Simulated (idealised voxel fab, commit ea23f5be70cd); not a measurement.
process module | voxel capacitor over wiring
cross-section cut | 235 nm wide | cells 5 nm
A cross-section is a grid of square cells, given in bands from the top down. A band is one or more rows of cells.
Each band's line starts with the height of the band's top and of its bottom, in nm. Then come its materials from left to right, each with its width in nm. One material with "throughout" fills the band from edge to edge. "air" is empty space.
Height 0 is the level under which the wafer as received is all one material. The lowest band goes on downwards, as in "0 down".
A width such as "30 to 40" changes by the same amount from each row of cells to the next, from the band's top row to its bottom row.
"no change" after a step means that no cell of the cross-section changed.
closed voids: empty space of 8 cells or more with no open way to the top, each as width x height at its distance from the left edge, in nm
after a step's settings: what the simulator itself notes on the step
overlay nm, on a step with a mask: how far to the right of its planned place the mask lay; to the left if negative
Each pair below shows a cross-section before one step and the cross-section after it, down to the lowest band that changed. The line under each pair gives the step between them, with its settings. The pairs can come from different runs of this module on the same starting wafer, so a pair continues from the pair above only where its "before" says so.
before
  0 down: Si throughout
  closed voids: none
after
  10 to 0: SiO2 throughout
  below 0: unchanged
  closed voids: none
the step between: op CONFORMAL_DEP | material SiO2 | thk nm 10
before: the cross-section after the pair above
after
  15 to 10: TiN throughout
  below 10: unchanged
  closed voids: none
the step between: op DIRECTIONAL_DEP | material TiN | thk nm 5
before: the cross-section after the pair above
after
  40 to 15: Ru throughout
  below 15: unchanged
  closed voids: none
the step between: op DIRECTIONAL_DEP | material Ru | thk nm 25
before: the cross-section after the pair above
after
  50 to 40: aC throughout
  below 40: unchanged
  closed voids: none
the step between: op DIRECTIONAL_DEP | material aC | thk nm 10
before: the cross-section after the pair above
after
  75 to 50: air 60 | resist 30 | air 50 | resist 30 | air 65
  below 50: unchanged
  closed voids: none
the step between: op PATTERN | tone cover | mask id METAL_1 | material resist | width nm 30 | pitch nm 80 | thk nm 25 | overlay nm 0
before: the cross-section after the pair above
after
  65 to 50: air 60 | resist 30 | air 50 | resist 30 | air 65
  50 to 40: air 60 | aC 30 | air 50 | aC 30 | air 65
  below 40: unchanged
  closed voids: none
the step between: op DIRECTIONAL_ETCH | etch materials aC | depth nm 10
before: the cross-section after the pair above
after
  50 to 40: air 60 | aC 30 | air 50 | aC 30 | air 65
  below 40: unchanged
  closed voids: none
the step between: op STRIP | etch materials resist
before: the cross-section after the pair above
after
  50 to 40: air 60 | aC 30 | air 50 | aC 30 | air 65
  40 to 15: air 60 | Ru 30 | air 50 | Ru 30 | air 65
  below 15: unchanged
  closed voids: none
the step between: op DIRECTIONAL_ETCH | etch materials Ru | depth nm 25
before: the cross-section after the pair above
after
  50 to 40: air 60 | aC 30 | air 50 | aC 30 | air 65
  40 to 15: air 60 | Ru 30 | air 50 | Ru 30 | air 65
  15 to 10: air 60 | TiN 30 | air 50 | TiN 30 | air 65
  below 10: unchanged
  closed voids: none
the step between: op DIRECTIONAL_ETCH | etch materials TiN | depth nm 5
before: the cross-section after the pair above
after
  40 to 15: air 60 | Ru 30 | air 50 | Ru 30 | air 65
  below 15: unchanged
  closed voids: none
the step between: op STRIP | etch materials aC
before: the cross-section after the pair above
after
  45 to 40: air 55 | SiCN 40 | air 40 | SiCN 40 | air 60
  40 to 15: air 55 | SiCN 5 | Ru 30 | SiCN 5 | air 40 | SiCN 5 | Ru 30 | SiCN 5 | air 60
  15 to 10: SiCN 60 | TiN 30 | SiCN 50 | TiN 30 | SiCN 65
  below 10: unchanged
  closed voids: none
the step between: op CONFORMAL_DEP | material SiCN | thk nm 5
before: the cross-section after the pair above
after
  55 to 45: lowk throughout
  45 to 40: lowk 55 | SiCN 40 | lowk 40 | SiCN 40 | lowk 60
  40 to 15: lowk 55 | SiCN 5 | Ru 30 | SiCN 5 | lowk 40 | SiCN 5 | Ru 30 | SiCN 5 | lowk 60
  below 15: unchanged
  closed voids: none
the step between: op FILL_DEP | material lowk | thk nm 10
before: the cross-section after the pair above
after
  40 to 15: lowk 55 | SiCN 5 | Ru 30 | SiCN 5 | lowk 40 | SiCN 5 | Ru 30 | SiCN 5 | lowk 60
  below 15: unchanged
  closed voids: none
the step between: op CMP | height nm 40
before: the cross-section after the pair above
after
  45 to 40: SiCN throughout
  below 40: unchanged
  closed voids: none
the step between: op CONFORMAL_DEP | material SiCN | thk nm 5
before: the cross-section after the pair above
after
  55 to 45: lowk throughout
  below 45: unchanged
  closed voids: none
the step between: op DIRECTIONAL_DEP | material lowk | thk nm 10
before: the cross-section after the pair above
after
  55 to 45: lowk 75 | air 15 | lowk 145
  below 45: unchanged
  closed voids: none
the step between: op MASKED_ETCH | tone open | mask id PLUG_1 | width nm 15 | etch materials lowk | depth nm 10 | overlay nm 0
before: the cross-section after the pair above
after
  55 to 45: lowk 75 | air 15 | lowk 145
  45 to 40: SiCN 75 | air 15 | SiCN 145
  below 40: unchanged
  closed voids: none
the step between: op MASKED_ETCH | tone open | mask id PLUG_1 | width nm 15 | etch materials SiCN | depth nm 5 | overlay nm 0
before: the cross-section after the pair above
after
  60 to 55: TiN 80 | air 5 | TiN 150
  55 to 45: lowk 75 | TiN 5 | air 5 | TiN 5 | lowk 145
  45 to 40: SiCN 75 | TiN 15 | SiCN 145
  below 40: unchanged
  closed voids: none
the step between: op CONFORMAL_DEP | material TiN | thk nm 5
before: the cross-section after the pair above
after
  70 to 60: Cu throughout
  60 to 55: TiN 80 | Cu 5 | TiN 150
  55 to 45: lowk 75 | TiN 5 | Cu 5 | TiN 5 | lowk 145
  below 45: unchanged
  closed voids: none
the step between: op FILL_DEP | material Cu | thk nm 10
before: the cross-section after the pair above
after
  55 to 45: lowk 75 | TiN 5 | Cu 5 | TiN 5 | lowk 145
  below 45: unchanged
  closed voids: none
the step between: op CMP | height nm 55
before: the cross-section after the pair above
after
  65 to 55: TiN throughout
  below 55: unchanged
  closed voids: none
the step between: op DIRECTIONAL_DEP | material TiN | thk nm 10
before: the cross-section after the pair above
after
  70 to 65: Al2O3 throughout
  below 65: unchanged
  closed voids: none
the step between: op DIRECTIONAL_DEP | material Al2O3 | thk nm 5
before: the cross-section after the pair above
after
  75 to 70: TiN throughout
  below 70: unchanged
  closed voids: none
the step between: op DIRECTIONAL_DEP | material TiN | thk nm 5
before: the cross-section after the pair above
after
  90 to 75: air 75 | resist 55 | air 105
  below 75: unchanged
  closed voids: none
the step between: op PATTERN | tone cover | mask id UPPER_PLATE | material resist | width nm 55 | thk nm 15 | overlay nm 0
before: the cross-section after the pair above
after
  90 to 75: air 75 | resist 55 | air 105
  75 to 70: air 75 | TiN 55 | air 105
  below 70: unchanged
  closed voids: none
the step between: op DIRECTIONAL_ETCH | etch materials TiN | depth nm 5
before: the cross-section after the pair above
after
  90 to 75: air 75 | resist 55 | air 105
  75 to 70: air 75 | TiN 55 | air 105
  70 to 65: air 75 | Al2O3 55 | air 105
  below 65: unchanged
  closed voids: none
the step between: op DIRECTIONAL_ETCH | etch materials Al2O3 | depth nm 5
before: the cross-section after the pair above
after
  75 to 70: air 75 | TiN 55 | air 105
  below 70: unchanged
  closed voids: none
the step between: op STRIP | etch materials resist
before: the cross-section after the pair above
after
  75 to 70: air 75 | TiN 55 | air 105
  70 to 65: air 75 | Al2O3 55 | air 105
  65 to 55: air 70 | TiN 65 | air 100
  below 55: unchanged
  closed voids: none
the step between: op MASKED_ETCH | tone cover | mask id LOWER_PLATE | width nm 65 | etch materials TiN | depth nm 10 | overlay nm 0
before: the cross-section after the pair above
after
  90 to 75: SiO2 throughout
  75 to 70: SiO2 75 | TiN 55 | SiO2 105
  70 to 65: SiO2 75 | Al2O3 55 | SiO2 105
  65 to 55: SiO2 70 | TiN 65 | SiO2 100
  below 55: unchanged
  closed voids: none
the step between: op FILL_DEP | material SiO2 | thk nm 15
before: the cross-section after the pair above
after
  85 to 75: SiO2 throughout
  below 75: unchanged
  closed voids: none
the step between: op CMP | height nm 85
before: the cross-section after the pair above
after
  105 to 85: resist 85 | air 15 | resist 135
  below 85: unchanged
  closed voids: none
the step between: op PATTERN | tone open | mask id PLUG_2 | material resist | width nm 15 | thk nm 20 | overlay nm 0
before: the cross-section after the pair above
after
  105 to 85: resist 85 | air 15 | resist 135
  85 to 75: SiO2 85 | air 15 | SiO2 135
  below 75: unchanged
  closed voids: none
the step between: op DIRECTIONAL_ETCH | etch materials SiO2 | depth nm 10
before: the cross-section after the pair above
after
  85 to 75: SiO2 85 | air 15 | SiO2 135
  below 75: unchanged
  closed voids: none
the step between: op STRIP | etch materials resist
before: the cross-section after the pair above
after
  90 to 85: TiN 90 | air 5 | TiN 140
  85 to 80: SiO2 85 | TiN 5 | air 5 | TiN 5 | SiO2 135
  80 to 70: SiO2 85 to 75 | TiN 15 to 55 | SiO2 135 to 105
  below 70: unchanged
  closed voids: none
the step between: op CONFORMAL_DEP | material TiN | thk nm 5
before: the cross-section after the pair above
after
  100 to 90: Cu throughout
  90 to 85: TiN 90 | Cu 5 | TiN 140
  85 to 80: SiO2 85 | TiN 5 | Cu 5 | TiN 5 | SiO2 135
  below 80: unchanged
  closed voids: none
the step between: op FILL_DEP | material Cu | thk nm 10
before: the cross-section after the pair above
after
  85 to 80: SiO2 85 | TiN 5 | Cu 5 | TiN 5 | SiO2 135
  below 80: unchanged
  closed voids: none
the step between: op CMP | height nm 85
before: the cross-section after the pair above
after
  90 to 85: SiN throughout
  below 85: unchanged
  closed voids: none
the step between: op CONFORMAL_DEP | material SiN | thk nm 5
before
  45 to 40: SiCN throughout
  40 to 15: lowk 55 | SiCN 5 | Ru 30 | SiCN 5 | lowk 40 | SiCN 5 | Ru 30 | SiCN 5 | lowk 60
  15 to 10: SiCN 60 | TiN 30 | SiCN 50 | TiN 30 | SiCN 65
  10 to 0: SiO2 throughout
  0 down: Si throughout
  closed voids: none
after
  45 to 40: SiCN 75 | air 15 | SiCN 145
  below 40: unchanged
  closed voids: none
the step between: op MASKED_ETCH | tone open | mask id PLUG_1 | width nm 15 | etch materials SiCN | depth nm 5 | overlay nm 0
before: the cross-section after the pair above
after
  50 to 45: TiN 80 | air 5 | TiN 150
  45 to 40: SiCN 75 | TiN 15 | SiCN 145
  below 40: unchanged
  closed voids: none
the step between: op CONFORMAL_DEP | material TiN | thk nm 5
before: the cross-section after the pair above
after
  60 to 50: Cu throughout
  50 to 45: TiN 80 | Cu 5 | TiN 150
  below 45: unchanged
  closed voids: none
the step between: op FILL_DEP | material Cu | thk nm 10
before: the cross-section after the pair above
after
  55 to 50: Cu throughout
  below 50: unchanged
  closed voids: none
the step between: op CMP | height nm 55
before: the cross-section after the pair above
after
  65 to 55: TiN throughout
  below 55: unchanged
  closed voids: none
the step between: op DIRECTIONAL_DEP | material TiN | thk nm 10
before: the cross-section after the pair above
after
  70 to 65: Al2O3 throughout
  below 65: unchanged
  closed voids: none
the step between: op DIRECTIONAL_DEP | material Al2O3 | thk nm 5
before: the cross-section after the pair above
after
  75 to 70: TiN throughout
  below 70: unchanged
  closed voids: none
the step between: op DIRECTIONAL_DEP | material TiN | thk nm 5
before: the cross-section after the pair above
after
  90 to 75: air 75 | resist 55 | air 105
  below 75: unchanged
  closed voids: none
the step between: op PATTERN | tone cover | mask id UPPER_PLATE | material resist | width nm 55 | thk nm 15 | overlay nm 0
before: the cross-section after the pair above
after
  90 to 75: air 75 | resist 55 | air 105
  75 to 70: air 75 | TiN 55 | air 105
  below 70: unchanged
  closed voids: none
the step between: op DIRECTIONAL_ETCH | etch materials TiN | depth nm 5
before: the cross-section after the pair above
after
  90 to 75: air 75 | resist 55 | air 105
  75 to 70: air 75 | TiN 55 | air 105
  70 to 65: air 75 | Al2O3 55 | air 105
  below 65: unchanged
  closed voids: none
the step between: op DIRECTIONAL_ETCH | etch materials Al2O3 | depth nm 5
before: the cross-section after the pair above
after
  75 to 70: air 75 | TiN 55 | air 105
  below 70: unchanged
  closed voids: none
the step between: op STRIP | etch materials resist
before: the cross-section after the pair above
after
  75 to 70: air 75 | TiN 55 | air 105
  70 to 65: air 75 | Al2O3 55 | air 105
  65 to 55: air 70 | TiN 65 | air 100
  below 55: unchanged
  closed voids: none
the step between: op MASKED_ETCH | tone cover | mask id LOWER_PLATE | width nm 65 | etch materials TiN | depth nm 10 | overlay nm 0
before: the cross-section after the pair above
after
  90 to 75: SiO2 throughout
  75 to 70: SiO2 75 | TiN 55 | SiO2 105
  70 to 65: SiO2 75 | Al2O3 55 | SiO2 105
  65 to 55: SiO2 70 | TiN 65 | SiO2 100
  below 55: unchanged
  closed voids: none
the step between: op FILL_DEP | material SiO2 | thk nm 15
before: the cross-section after the pair above
after
  85 to 75: SiO2 throughout
  below 75: unchanged
  closed voids: none
the step between: op CMP | height nm 85
before: the cross-section after the pair above
after
  105 to 85: resist 85 | air 15 | resist 135
  below 85: unchanged
  closed voids: none
the step between: op PATTERN | tone open | mask id PLUG_2 | material resist | width nm 15 | thk nm 20 | overlay nm 0
before: the cross-section after the pair above
after
  105 to 85: resist 85 | air 15 | resist 135
  85 to 75: SiO2 85 | air 15 | SiO2 135
  below 75: unchanged
  closed voids: none
the step between: op DIRECTIONAL_ETCH | etch materials SiO2 | depth nm 10
before: the cross-section after the pair above
after
  85 to 75: SiO2 85 | air 15 | SiO2 135
  below 75: unchanged
  closed voids: none
the step between: op STRIP | etch materials resist
before: the cross-section after the pair above
after
  90 to 85: TiN 90 | air 5 | TiN 140
  85 to 80: SiO2 85 | TiN 5 | air 5 | TiN 5 | SiO2 135
  80 to 70: SiO2 85 to 75 | TiN 15 to 55 | SiO2 135 to 105
  below 70: unchanged
  closed voids: none
the step between: op CONFORMAL_DEP | material TiN | thk nm 5
before: the cross-section after the pair above
after
  100 to 90: Cu throughout
  90 to 85: TiN 90 | Cu 5 | TiN 140
  85 to 80: SiO2 85 | TiN 5 | Cu 5 | TiN 5 | SiO2 135
  below 80: unchanged
  closed voids: none
the step between: op FILL_DEP | material Cu | thk nm 10
before: the cross-section after the pair above
after
  85 to 80: SiO2 85 | TiN 5 | Cu 5 | TiN 5 | SiO2 135
  below 80: unchanged
  closed voids: none
the step between: op CMP | height nm 85
before: the cross-section after the pair above
after
  90 to 85: SiN throughout
  below 85: unchanged
  closed voids: none
the step between: op CONFORMAL_DEP | material SiN | thk nm 5
before
  70 to 60: Cu throughout
  60 to 55: TiN 80 | Cu 5 | TiN 150
  55 to 45: lowk 75 | TiN 5 | Cu 5 | TiN 5 | lowk 145
  45 to 40: SiCN 75 | TiN 15 | SiCN 145
  40 to 15: lowk 55 | SiCN 5 | Ru 30 | SiCN 5 | lowk 40 | SiCN 5 | Ru 30 | SiCN 5 | lowk 60
  15 to 10: SiCN 60 | TiN 30 | SiCN 50 | TiN 30 | SiCN 65
  10 to 0: SiO2 throughout
  0 down: Si throughout
  closed voids: none
after
  80 to 60: Cu throughout
  below 60: unchanged
  closed voids: none
the step between: op FILL_DEP | material Cu | thk nm 10
before: the cross-section after the pair above
after
  55 to 45: lowk 75 | TiN 5 | Cu 5 | TiN 5 | lowk 145
  below 45: unchanged
  closed voids: none
the step between: op CMP | height nm 55
before
  10 to 0: SiO2 throughout
  0 down: Si throughout
  closed voids: none
after
  35 to 10: Ru throughout
  below 10: unchanged
  closed voids: none
the step between: op DIRECTIONAL_DEP | material Ru | thk nm 25
before: the cross-section after the pair above
after
  40 to 35: TiN throughout
  below 35: unchanged
  closed voids: none
the step between: op DIRECTIONAL_DEP | material TiN | thk nm 5
before: the cross-section after the pair above
after
  50 to 40: aC throughout
  below 40: unchanged
  closed voids: none
the step between: op DIRECTIONAL_DEP | material aC | thk nm 10
before: the cross-section after the pair above
after
  75 to 50: air 60 | resist 30 | air 50 | resist 30 | air 65
  below 50: unchanged
  closed voids: none
the step between: op PATTERN | tone cover | mask id METAL_1 | material resist | width nm 30 | pitch nm 80 | thk nm 25 | overlay nm 0
before: the cross-section after the pair above
after
  65 to 50: air 60 | resist 30 | air 50 | resist 30 | air 65
  50 to 40: air 60 | aC 30 | air 50 | aC 30 | air 65
  below 40: unchanged
  closed voids: none
the step between: op DIRECTIONAL_ETCH | etch materials aC | depth nm 10
before: the cross-section after the pair above
after
  50 to 40: air 60 | aC 30 | air 50 | aC 30 | air 65
  below 40: unchanged
  closed voids: none
the step between: op STRIP | etch materials resist
before: the cross-section after the pair above
after
  50 to 40: air 60 | aC 30 | air 50 | aC 30 | air 65
  40 to 35: air 60 | TiN 30 | air 50 | TiN 30 | air 65
  below 35: unchanged
  closed voids: none
the step between: op DIRECTIONAL_ETCH | etch materials TiN | depth nm 5
before: the cross-section after the pair above
after
  40 to 35: air 60 | TiN 30 | air 50 | TiN 30 | air 65
  below 35: unchanged
  closed voids: none
the step between: op STRIP | etch materials aC
before: the cross-section after the pair above
after
  45 to 40: air 55 | SiCN 40 | air 40 | SiCN 40 | air 60
  40 to 35: SiCN 60 | TiN 30 | SiCN 50 | TiN 30 | SiCN 65
  below 35: unchanged
  closed voids: none
the step between: op CONFORMAL_DEP | material SiCN | thk nm 5
before: the cross-section after the pair above
after
  55 to 45: lowk throughout
  45 to 40: lowk 55 | SiCN 40 | lowk 40 | SiCN 40 | lowk 60
  below 40: unchanged
  closed voids: none
the step between: op FILL_DEP | material lowk | thk nm 10
before: the cross-section after the pair above
after
  40 to 35: SiCN 60 | TiN 30 | SiCN 50 | TiN 30 | SiCN 65
  below 35: unchanged
  closed voids: none
the step between: op CMP | height nm 40
before: the cross-section after the pair above
after
  45 to 40: SiCN throughout
  below 40: unchanged
  closed voids: none
the step between: op CONFORMAL_DEP | material SiCN | thk nm 5
before: the cross-section after the pair above
after
  55 to 45: lowk throughout
  below 45: unchanged
  closed voids: none
the step between: op DIRECTIONAL_DEP | material lowk | thk nm 10
before: the cross-section after the pair above
after
  55 to 45: lowk 75 | air 15 | lowk 145
  below 45: unchanged
  closed voids: none
the step between: op MASKED_ETCH | tone open | mask id PLUG_1 | width nm 15 | etch materials lowk | depth nm 10 | overlay nm 0
before: the cross-section after the pair above
after
  55 to 45: lowk 75 | air 15 | lowk 145
  45 to 40: SiCN 75 | air 15 | SiCN 145
  below 40: unchanged
  closed voids: none
the step between: op MASKED_ETCH | tone open | mask id PLUG_1 | width nm 15 | etch materials SiCN | depth nm 5 | overlay nm 0
before: the cross-section after the pair above
after
  60 to 55: TiN 80 | air 5 | TiN 150
  55 to 45: lowk 75 | TiN 5 | air 5 | TiN 5 | lowk 145
  45 to 40: SiCN 75 | TiN 15 | SiCN 145
  below 40: unchanged
  closed voids: none
the step between: op CONFORMAL_DEP | material TiN | thk nm 5
before: the cross-section after the pair above
after
  70 to 60: Cu throughout
  60 to 55: TiN 80 | Cu 5 | TiN 150
  55 to 45: lowk 75 | TiN 5 | Cu 5 | TiN 5 | lowk 145
  below 45: unchanged
  closed voids: none
the step between: op FILL_DEP | material Cu | thk nm 10
before: the cross-section after the pair above
after
  55 to 45: lowk 75 | TiN 5 | Cu 5 | TiN 5 | lowk 145
  below 45: unchanged
  closed voids: none
the step between: op CMP | height nm 55
before: the cross-section after the pair above
after
  65 to 55: TiN throughout
  below 55: unchanged
  closed voids: none
the step between: op DIRECTIONAL_DEP | material TiN | thk nm 10
before: the cross-section after the pair above
after
  70 to 65: Al2O3 throughout
  below 65: unchanged
  closed voids: none
the step between: op DIRECTIONAL_DEP | material Al2O3 | thk nm 5
before: the cross-section after the pair above
after
  75 to 70: TiN throughout
  below 70: unchanged
  closed voids: none
the step between: op DIRECTIONAL_DEP | material TiN | thk nm 5
before: the cross-section after the pair above
after
  90 to 75: air 75 | resist 55 | air 105
  below 75: unchanged
  closed voids: none
the step between: op PATTERN | tone cover | mask id UPPER_PLATE | material resist | width nm 55 | thk nm 15 | overlay nm 0
before: the cross-section after the pair above
after
  90 to 75: air 75 | resist 55 | air 105
  75 to 70: air 75 | TiN 55 | air 105
  below 70: unchanged
  closed voids: none
the step between: op DIRECTIONAL_ETCH | etch materials TiN | depth nm 5
before: the cross-section after the pair above
after
  90 to 75: air 75 | resist 55 | air 105
  75 to 70: air 75 | TiN 55 | air 105
  70 to 65: air 75 | Al2O3 55 | air 105
  below 65: unchanged
  closed voids: none
the step between: op DIRECTIONAL_ETCH | etch materials Al2O3 | depth nm 5
before: the cross-section after the pair above
after
  75 to 70: air 75 | TiN 55 | air 105
  below 70: unchanged
  closed voids: none
the step between: op STRIP | etch materials resist
before: the cross-section after the pair above
after
  75 to 70: air 75 | TiN 55 | air 105
  70 to 65: air 75 | Al2O3 55 | air 105
  65 to 55: air 70 | TiN 65 | air 100
  below 55: unchanged
  closed voids: none
the step between: op MASKED_ETCH | tone cover | mask id LOWER_PLATE | width nm 65 | etch materials TiN | depth nm 10 | overlay nm 0
before: the cross-section after the pair above
after
  90 to 75: SiO2 throughout
  75 to 70: SiO2 75 | TiN 55 | SiO2 105
  70 to 65: SiO2 75 | Al2O3 55 | SiO2 105
  65 to 55: SiO2 70 | TiN 65 | SiO2 100
  below 55: unchanged
  closed voids: none
the step between: op FILL_DEP | material SiO2 | thk nm 15
before: the cross-section after the pair above
after
  85 to 75: SiO2 throughout
  below 75: unchanged
  closed voids: none
the step between: op CMP | height nm 85
before: the cross-section after the pair above
after
  105 to 85: resist 85 | air 15 | resist 135
  below 85: unchanged
  closed voids: none
the step between: op PATTERN | tone open | mask id PLUG_2 | material resist | width nm 15 | thk nm 20 | overlay nm 0
before: the cross-section after the pair above
after
  105 to 85: resist 85 | air 15 | resist 135
  85 to 75: SiO2 85 | air 15 | SiO2 135
  below 75: unchanged
  closed voids: none
the step between: op DIRECTIONAL_ETCH | etch materials SiO2 | depth nm 10
before: the cross-section after the pair above
after
  85 to 75: SiO2 85 | air 15 | SiO2 135
  below 75: unchanged
  closed voids: none
the step between: op STRIP | etch materials resist
before: the cross-section after the pair above
after
  90 to 85: TiN 90 | air 5 | TiN 140
  85 to 80: SiO2 85 | TiN 5 | air 5 | TiN 5 | SiO2 135
  80 to 70: SiO2 85 to 75 | TiN 15 to 55 | SiO2 135 to 105
  below 70: unchanged
  closed voids: none
the step between: op CONFORMAL_DEP | material TiN | thk nm 5
before: the cross-section after the pair above
after
  100 to 90: Cu throughout
  90 to 85: TiN 90 | Cu 5 | TiN 140
  85 to 80: SiO2 85 | TiN 5 | Cu 5 | TiN 5 | SiO2 135
  below 80: unchanged
  closed voids: none
the step between: op FILL_DEP | material Cu | thk nm 10
before: the cross-section after the pair above
after
  85 to 80: SiO2 85 | TiN 5 | Cu 5 | TiN 5 | SiO2 135
  below 80: unchanged
  closed voids: none
the step between: op CMP | height nm 85
before: the cross-section after the pair above
after
  90 to 85: SiN throughout
  below 85: unchanged
  closed voids: none
the step between: op CONFORMAL_DEP | material SiN | thk nm 5
before
  15 to 10: TiN throughout
  10 to 0: SiO2 throughout
  0 down: Si throughout
  closed voids: none
after
  30 to 15: Ru throughout
  below 15: unchanged
  closed voids: none
the step between: op DIRECTIONAL_DEP | material Ru | thk nm 15
before: the cross-section after the pair above
after
  40 to 30: aC throughout
  below 30: unchanged
  closed voids: none
the step between: op DIRECTIONAL_DEP | material aC | thk nm 10
before: the cross-section after the pair above
after
  65 to 40: air 60 | resist 30 | air 50 | resist 30 | air 65
  below 40: unchanged
  closed voids: none
the step between: op PATTERN | tone cover | mask id METAL_1 | material resist | width nm 30 | pitch nm 80 | thk nm 25 | overlay nm 0
before: the cross-section after the pair above
after
  55 to 40: air 60 | resist 30 | air 50 | resist 30 | air 65
  40 to 30: air 60 | aC 30 | air 50 | aC 30 | air 65
  below 30: unchanged
  closed voids: none
the step between: op DIRECTIONAL_ETCH | etch materials aC | depth nm 10
before: the cross-section after the pair above
after
  40 to 30: air 60 | aC 30 | air 50 | aC 30 | air 65
  below 30: unchanged
  closed voids: none
the step between: op STRIP | etch materials resist
before: the cross-section after the pair above
after
  40 to 30: air 60 | aC 30 | air 50 | aC 30 | air 65
  30 to 15: air 60 | Ru 30 | air 50 | Ru 30 | air 65
  below 15: unchanged
  closed voids: none
the step between: op DIRECTIONAL_ETCH | etch materials Ru | depth nm 25
before: the cross-section after the pair above
after
  40 to 30: air 60 | aC 30 | air 50 | aC 30 | air 65
  30 to 15: air 60 | Ru 30 | air 50 | Ru 30 | air 65
  15 to 10: air 60 | TiN 30 | air 50 | TiN 30 | air 65
  below 10: unchanged
  closed voids: none
the step between: op DIRECTIONAL_ETCH | etch materials TiN | depth nm 5
before: the cross-section after the pair above
after
  30 to 15: air 60 | Ru 30 | air 50 | Ru 30 | air 65
  below 15: unchanged
  closed voids: none
the step between: op STRIP | etch materials aC
before: the cross-section after the pair above
after
  35 to 30: air 55 | SiCN 40 | air 40 | SiCN 40 | air 60
  30 to 15: air 55 | SiCN 5 | Ru 30 | SiCN 5 | air 40 | SiCN 5 | Ru 30 | SiCN 5 | air 60
  15 to 10: SiCN 60 | TiN 30 | SiCN 50 | TiN 30 | SiCN 65
  below 10: unchanged
  closed voids: none
the step between: op CONFORMAL_DEP | material SiCN | thk nm 5
before: the cross-section after the pair above
after
  45 to 35: lowk throughout
  35 to 30: lowk 55 | SiCN 40 | lowk 40 | SiCN 40 | lowk 60
  30 to 15: lowk 55 | SiCN 5 | Ru 30 | SiCN 5 | lowk 40 | SiCN 5 | Ru 30 | SiCN 5 | lowk 60
  below 15: unchanged
  closed voids: none
the step between: op FILL_DEP | material lowk | thk nm 10
before: the cross-section after the pair above
after
  40 to 35: lowk throughout
  below 35: unchanged
  closed voids: none
the step between: op CMP | height nm 40
before: the cross-section after the pair above
after
  45 to 40: SiCN throughout
  below 40: unchanged
  closed voids: none
the step between: op CONFORMAL_DEP | material SiCN | thk nm 5
before: the cross-section after the pair above
after
  55 to 45: lowk throughout
  below 45: unchanged
  closed voids: none
the step between: op DIRECTIONAL_DEP | material lowk | thk nm 10
before: the cross-section after the pair above
after
  55 to 45: lowk 75 | air 15 | lowk 145
  below 45: unchanged
  closed voids: none
the step between: op MASKED_ETCH | tone open | mask id PLUG_1 | width nm 15 | etch materials lowk | depth nm 10 | overlay nm 0
before: the cross-section after the pair above
after
  55 to 45: lowk 75 | air 15 | lowk 145
  45 to 40: SiCN 75 | air 15 | SiCN 145
  below 40: unchanged
  closed voids: none
the step between: op MASKED_ETCH | tone open | mask id PLUG_1 | width nm 15 | etch materials SiCN | depth nm 5 | overlay nm 0
before: the cross-section after the pair above
after
  60 to 55: TiN 80 | air 5 | TiN 150
  55 to 45: lowk 75 | TiN 5 | air 5 | TiN 5 | lowk 145
  45 to 40: SiCN 75 | TiN 15 | SiCN 145
  below 40: unchanged
  closed voids: none
the step between: op CONFORMAL_DEP | material TiN | thk nm 5
before: the cross-section after the pair above
after
  70 to 60: Cu throughout
  60 to 55: TiN 80 | Cu 5 | TiN 150
  55 to 45: lowk 75 | TiN 5 | Cu 5 | TiN 5 | lowk 145
  below 45: unchanged
  closed voids: none
the step between: op FILL_DEP | material Cu | thk nm 10
before: the cross-section after the pair above
after
  55 to 45: lowk 75 | TiN 5 | Cu 5 | TiN 5 | lowk 145
  below 45: unchanged
  closed voids: none
the step between: op CMP | height nm 55
before: the cross-section after the pair above
after
  65 to 55: TiN throughout
  below 55: unchanged
  closed voids: none
the step between: op DIRECTIONAL_DEP | material TiN | thk nm 10
before: the cross-section after the pair above
after
  70 to 65: Al2O3 throughout
  below 65: unchanged
  closed voids: none
the step between: op DIRECTIONAL_DEP | material Al2O3 | thk nm 5
before: the cross-section after the pair above
after
  75 to 70: TiN throughout
  below 70: unchanged
  closed voids: none
the step between: op DIRECTIONAL_DEP | material TiN | thk nm 5
before: the cross-section after the pair above
after
  90 to 75: air 75 | resist 55 | air 105
  below 75: unchanged
  closed voids: none
the step between: op PATTERN | tone cover | mask id UPPER_PLATE | material resist | width nm 55 | thk nm 15 | overlay nm 0
before: the cross-section after the pair above
after
  90 to 75: air 75 | resist 55 | air 105
  75 to 70: air 75 | TiN 55 | air 105
  below 70: unchanged
  closed voids: none
the step between: op DIRECTIONAL_ETCH | etch materials TiN | depth nm 5
before: the cross-section after the pair above
after
  90 to 75: air 75 | resist 55 | air 105
  75 to 70: air 75 | TiN 55 | air 105
  70 to 65: air 75 | Al2O3 55 | air 105
  below 65: unchanged
  closed voids: none
the step between: op DIRECTIONAL_ETCH | etch materials Al2O3 | depth nm 5
before: the cross-section after the pair above
after
  75 to 70: air 75 | TiN 55 | air 105
  below 70: unchanged
  closed voids: none
the step between: op STRIP | etch materials resist
before: the cross-section after the pair above
after
  75 to 70: air 75 | TiN 55 | air 105
  70 to 65: air 75 | Al2O3 55 | air 105
  65 to 55: air 70 | TiN 65 | air 100
  below 55: unchanged
  closed voids: none
the step between: op MASKED_ETCH | tone cover | mask id LOWER_PLATE | width nm 65 | etch materials TiN | depth nm 10 | overlay nm 0
before: the cross-section after the pair above
after
  90 to 75: SiO2 throughout
  75 to 70: SiO2 75 | TiN 55 | SiO2 105
  70 to 65: SiO2 75 | Al2O3 55 | SiO2 105
  65 to 55: SiO2 70 | TiN 65 | SiO2 100
  below 55: unchanged
  closed voids: none
the step between: op FILL_DEP | material SiO2 | thk nm 15
before: the cross-section after the pair above
after
  85 to 75: SiO2 throughout
  below 75: unchanged
  closed voids: none
the step between: op CMP | height nm 85
before: the cross-section after the pair above
after
  105 to 85: resist 85 | air 15 | resist 135
  below 85: unchanged
  closed voids: none
the step between: op PATTERN | tone open | mask id PLUG_2 | material resist | width nm 15 | thk nm 20 | overlay nm 0
before: the cross-section after the pair above
after
  105 to 85: resist 85 | air 15 | resist 135
  85 to 75: SiO2 85 | air 15 | SiO2 135
  below 75: unchanged
  closed voids: none
the step between: op DIRECTIONAL_ETCH | etch materials SiO2 | depth nm 10
before: the cross-section after the pair above
after
  85 to 75: SiO2 85 | air 15 | SiO2 135
  below 75: unchanged
  closed voids: none
the step between: op STRIP | etch materials resist
before: the cross-section after the pair above
after
  90 to 85: TiN 90 | air 5 | TiN 140
  85 to 80: SiO2 85 | TiN 5 | air 5 | TiN 5 | SiO2 135
  80 to 70: SiO2 85 to 75 | TiN 15 to 55 | SiO2 135 to 105
  below 70: unchanged
  closed voids: none
the step between: op CONFORMAL_DEP | material TiN | thk nm 5
before: the cross-section after the pair above
after
  100 to 90: Cu throughout
  90 to 85: TiN 90 | Cu 5 | TiN 140
  85 to 80: SiO2 85 | TiN 5 | Cu 5 | TiN 5 | SiO2 135
  below 80: unchanged
  closed voids: none
the step between: op FILL_DEP | material Cu | thk nm 10
